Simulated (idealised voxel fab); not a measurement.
A process module follows: voxel wiring stack.
Section cut is 235 nm wide and gridded with 5 nm square cells.
Cross-section spec: square-cell grid; bands listed top down; each band is one or more rows. First you get the band's top height and its bottom height, in nm, and then the materials it's made of, left to right, with each width in nm. If you see a single material with "edge to edge", that one covers the band edge to edge. "blank" is empty space. Counting heights begins at 0, where everything beneath is, in the wafer as received, one material. The lowest band has no bottom; it goes on downwards, as "0..down" shows. With a width like "30 to 40", each row of cells in the band differs from the next by the same amount, the top row carrying the first number and the bottom row the second. Take "nothing was modified" at face value: in the step it is given for, the cross-section changed in none of its cells. For the entry "Closed internal voids", the listed items are empty spaces with no open way to the top whose size is 8 cells or more; each item follows the pattern width x height at distance, where distance is from the left edge and all three are in nm. On each step's line, the part that comes after the settings is the simulator's own comment on the step. overlay nm, on a step with a mask: how far to the right of its planned place the mask lay; to the left if negative.

Listed below are the process steps as planned:
- 1: RECEIVE (material Si)
- 2: CONFORMAL_DEP (material SiO2; thk nm 15)
- 3: DIRECTIONAL_DEP (material TiN; thk nm 5)
- 4: DIRECTIONAL_DEP (material W; thk nm 15)
- 5: PATTERN (tone cover; mask id METAL_1; material resist; width nm 25; pitch nm 55; thk nm 20; overlay nm 0)
- 6: DIRECTIONAL_ETCH (etch materials W; depth nm 15)
- 7: DIRECTIONAL_ETCH (etch materials TiN; depth nm 5)
- 8: STRIP (etch materials resist)
- 9: CONFORMAL_DEP (material SiN; thk nm 5)
- 10: FILL_DEP (material lowk; thk nm 10)
- 11: CMP (height nm 35)
- 12: CONFORMAL_DEP (material SiCN; thk nm 5)
- 13: DIRECTIONAL_DEP (material SiO2; thk nm 20)
- 14: DIRECTIONAL_DEP (material aC; thk nm 10)
- 15: PATTERN (tone open; mask id PLUG_1; material resist; width nm 15; pitch nm 110; thk nm 30; overlay nm 0)
- 16: DIRECTIONAL_ETCH (etch materials aC; depth nm 10)
- 17: STRIP (etch materials resist)
- 18: DIRECTIONAL_ETCH (etch materials SiO2; depth nm 20)
- 19: DIRECTIONAL_ETCH (etch materials SiCN; depth nm 5)
- 20: STRIP (etch materials aC)
- 21: CONFORMAL_DEP (material TiN; thk nm 5)
- 22: FILL_DEP (material Ru; thk nm 5)
- 23: CMP (height nm 60)
- 24: DIRECTIONAL_DEP (material TiN; thk nm 5)
- 25: DIRECTIONAL_DEP (material Ru; thk nm 25)
- 26: PATTERN (tone cover; mask id METAL_2; material resist; width nm 25; pitch nm 55; thk nm 20; overlay nm 0)
- 27: DIRECTIONAL_ETCH (etch materials Ru; depth nm 25)
- 28: DIRECTIONAL_ETCH (etch materials TiN; depth nm 5)
- 29: STRIP (etch materials resist)
- 30: FILL_DEP (material SiO2; thk nm 5)
- 31: CMP (height nm 90)
- 32: CONFORMAL_DEP (material SiCN; thk nm 5)
- 33: DIRECTIONAL_DEP (material lowk; thk nm 25)
- 34: MASKED_ETCH (tone open; mask id METAL_3_HOLES; width nm 15; pitch nm 110; etch materials lowk; depth nm 25; overlay nm 0)
- 35: PATTERN (tone open; mask id METAL_3; material resist; width nm 25; pitch nm 55; thk nm 20; overlay nm 0)
- 36: DIRECTIONAL_ETCH (etch materials lowk; depth nm 15)
- 37: DIRECTIONAL_ETCH (etch materials SiCN; depth nm 5)
- 38: STRIP (etch materials resist)
- 39: CONFORMAL_DEP (material TiN; thk nm 5)
- 40: FILL_DEP (material Cu; thk nm 10)
- 41: CMP (height nm 120)
- 42: CONFORMAL_DEP (material SiCN; thk nm 5)
- 43: DIRECTIONAL_DEP (material SiO2; thk nm 15)
- 44: PATTERN (tone open; mask id PLUG_3; material resist; width nm 15; pitch nm 55; thk nm 20; overlay nm 0)
- 45: DIRECTIONAL_ETCH (etch materials SiO2; depth nm 15)
- 46: DIRECTIONAL_ETCH (etch materials SiCN; depth nm 5)
- 47: STRIP (etch materials resist)
- 48: EPI (material Ru; thk nm 10)
- 49: EPI (material Ru; thk nm 10)
- 50: CONFORMAL_DEP (material SiCN; thk nm 5)
- 51: DIRECTIONAL_DEP (material lowk; thk nm 15)
- 52: MASKED_ETCH (tone open; mask id METAL_4; width nm 25; pitch nm 55; etch materials lowk; depth nm 15; overlay nm 0)
- 53: MASKED_ETCH (tone open; mask id METAL_4; width nm 25; pitch nm 55; etch materials SiCN; depth nm 5; overlay nm 0)
- 54: CONFORMAL_DEP (material TiN; thk nm 5)
- 55: FILL_DEP (material Cu; thk nm 10)
- 56: CMP (height nm 160)
- 57: EPI (material Ru; thk nm 5)
- 58: FILL_DEP (material SiCN; thk nm 5)

Cross-section, incoming material, after step 1:
* 0..down: Si edge to edge
* Closed internal voids: none

As-planned run: cross-section of the first of two wafers at end of module:
* 170..165: SiCN edge to edge
* 165..160: 15 of SiCN | 35 of Ru | 20 of SiCN | 35 of Ru | 20 of SiCN | 35 of Ru | 20 of SiCN | 35 of Ru | 20 of SiCN
* 160..145: 20 of lowk | 5 of TiN | 15 of Cu | 5 of TiN | 30 of lowk | 5 of TiN | 15 of Cu | 5 of TiN | 30 of lowk | 5 of TiN | 15 of Cu | 5 of TiN | 30 of lowk | 5 of TiN | 15 of Cu | 5 of TiN | 25 of lowk
* 145..140: 20 of SiCN | 25 of TiN | 30 of SiCN | 25 of TiN | 30 of SiCN | 25 of TiN | 30 of SiCN | 25 of TiN | 25 of SiCN
* 140..125: 20 of SiO2 | 15 of Ru | 40 of SiO2 | 15 of Ru | 40 of SiO2 | 15 of Ru | 40 of SiO2 | 15 of Ru | 35 of SiO2
* 125..120: 20 of SiCN | 15 of Ru | 40 of SiCN | 15 of Ru | 40 of SiCN | 15 of Ru | 40 of SiCN | 15 of Ru | 35 of SiCN
* 120..110: 20 of lowk | 5 of TiN | 15 of Cu | 5 of TiN | 30 of lowk | 5 of TiN | 15 of Cu | 5 of TiN | 30 of lowk | 5 of TiN | 15 of Cu | 5 of TiN | 30 of lowk | 5 of TiN | 15 of Cu | 5 of TiN | 25 of lowk
* 110..105: 20 of lowk | 5 of TiN | 5 of Cu | 15 of TiN | 30 of lowk | 25 of TiN | 30 of lowk | 5 of TiN | 5 of Cu | 15 of TiN | 30 of lowk | 25 of TiN | 25 of lowk
* 105..95: 20 of lowk | 5 of TiN | 5 of Cu | 5 of TiN | 95 of lowk | 5 of TiN | 5 of Cu | 5 of TiN | 90 of lowk
* 95..90: 20 of SiCN | 15 of TiN | 95 of SiCN | 15 of TiN | 90 of SiCN
* 90..65: 20 of SiO2 | 25 of Ru | 30 of SiO2 | 25 of Ru | 30 of SiO2 | 25 of Ru | 30 of SiO2 | 25 of Ru | 25 of SiO2
* 65..60: 20 of SiO2 | 25 of TiN | 30 of SiO2 | 25 of TiN | 30 of SiO2 | 25 of TiN | 30 of SiO2 | 25 of TiN | 25 of SiO2
* 60..40: 20 of SiO2 | 5 of TiN | 5 of Ru | 5 of TiN | 95 of SiO2 | 5 of TiN | 5 of Ru | 5 of TiN | 90 of SiO2
* 40..35: 20 of SiCN | 15 of TiN | 95 of SiCN | 15 of TiN | 90 of SiCN
* 35..20: 15 of lowk | 5 of SiN | 25 of W | 5 of SiN | 20 of lowk | 5 of SiN | 25 of W | 5 of SiN | 20 of lowk | 5 of SiN | 25 of W | 5 of SiN | 20 of lowk | 5 of SiN | 25 of W | 5 of SiN | 20 of lowk
* 20..15: 20 of SiN | 25 of TiN | 30 of SiN | 25 of TiN | 30 of SiN | 25 of TiN | 30 of SiN | 25 of TiN | 25 of SiN
* 15..0: SiO2 edge to edge
* 0..down: Si edge to edge
* Closed internal voids: none

Wafer two, end of module, cross-section. Same start, same plan as wafer one. One mistake in the run:
* 180..165: SiCN edge to edge
* 165..160: 15 of SiCN | 35 of Ru | 20 of SiCN | 35 of Ru | 20 of SiCN | 35 of Ru | 20 of SiCN | 35 of Ru | 20 of SiCN
* 160..145: 20 of lowk | 5 of TiN | 15 of Cu | 5 of TiN | 30 of lowk | 5 of TiN | 15 of Cu | 5 of TiN | 30 of lowk | 5 of TiN | 15 of Cu | 5 of TiN | 30 of lowk | 5 of TiN | 15 of Cu | 5 of TiN | 25 of lowk
* 145..140: 20 of SiCN | 25 of TiN | 30 of SiCN | 25 of TiN | 30 of SiCN | 25 of TiN | 30 of SiCN | 25 of TiN | 25 of SiCN
* 140..125: 20 of SiO2 | 15 of Ru | 40 of SiO2 | 15 of Ru | 40 of SiO2 | 15 of Ru | 40 of SiO2 | 15 of Ru | 35 of SiO2
* 125..120: 20 of SiCN | 15 of Ru | 40 of SiCN | 15 of Ru | 40 of SiCN | 15 of Ru | 40 of SiCN | 15 of Ru | 35 of SiCN
* 120..110: 20 of lowk | 5 of TiN | 15 of Cu | 5 of TiN | 30 of lowk | 5 of TiN | 15 of Cu | 5 of TiN | 30 of lowk | 5 of TiN | 15 of Cu | 5 of TiN | 30 of lowk | 5 of TiN | 15 of Cu | 5 of TiN | 25 of lowk
* 110..105: 20 of lowk | 5 of TiN | 5 of Cu | 15 of TiN | 30 of lowk | 25 of TiN | 30 of lowk | 5 of TiN | 5 of Cu | 15 of TiN | 30 of lowk | 25 of TiN | 25 of lowk
* 105..95: 20 of lowk | 5 of TiN | 5 of Cu | 5 of TiN | 95 of lowk | 5 of TiN | 5 of Cu | 5 of TiN | 90 of lowk
* 95..90: 20 of SiCN | 15 of TiN | 95 of SiCN | 15 of TiN | 90 of SiCN
* 90..65: 20 of SiO2 | 25 of Ru | 30 of SiO2 | 25 of Ru | 30 of SiO2 | 25 of Ru | 30 of SiO2 | 25 of Ru | 25 of SiO2
* 65..60: 20 of SiO2 | 25 of TiN | 30 of SiO2 | 25 of TiN | 30 of SiO2 | 25 of TiN | 30 of SiO2 | 25 of TiN | 25 of SiO2
* 60..40: 20 of SiO2 | 5 of TiN | 5 of Ru | 5 of TiN | 95 of SiO2 | 5 of TiN | 5 of Ru | 5 of TiN | 90 of SiO2
* 40..35: 20 of SiCN | 15 of TiN | 95 of SiCN | 15 of TiN | 90 of SiCN
* 35..20: 15 of lowk | 5 of SiN | 25 of W | 5 of SiN | 20 of lowk | 5 of SiN | 25 of W | 5 of SiN | 20 of lowk | 5 of SiN | 25 of W | 5 of SiN | 20 of lowk | 5 of SiN | 25 of W | 5 of SiN | 20 of lowk
* 20..15: 20 of SiN | 25 of TiN | 30 of SiN | 25 of TiN | 30 of SiN | 25 of TiN | 30 of SiN | 25 of TiN | 25 of SiN
* 15..0: SiO2 edge to edge
* 0..down: Si edge to edge
* Closed internal voids: none
Finding, execution versus plan: step 58 went in with a setting other than planned; the actual run was FILL_DEP (material SiCN; thk nm 15)
End of process, cell counts, second wafer against first, materials with more or fewer: SiCN: 94 more
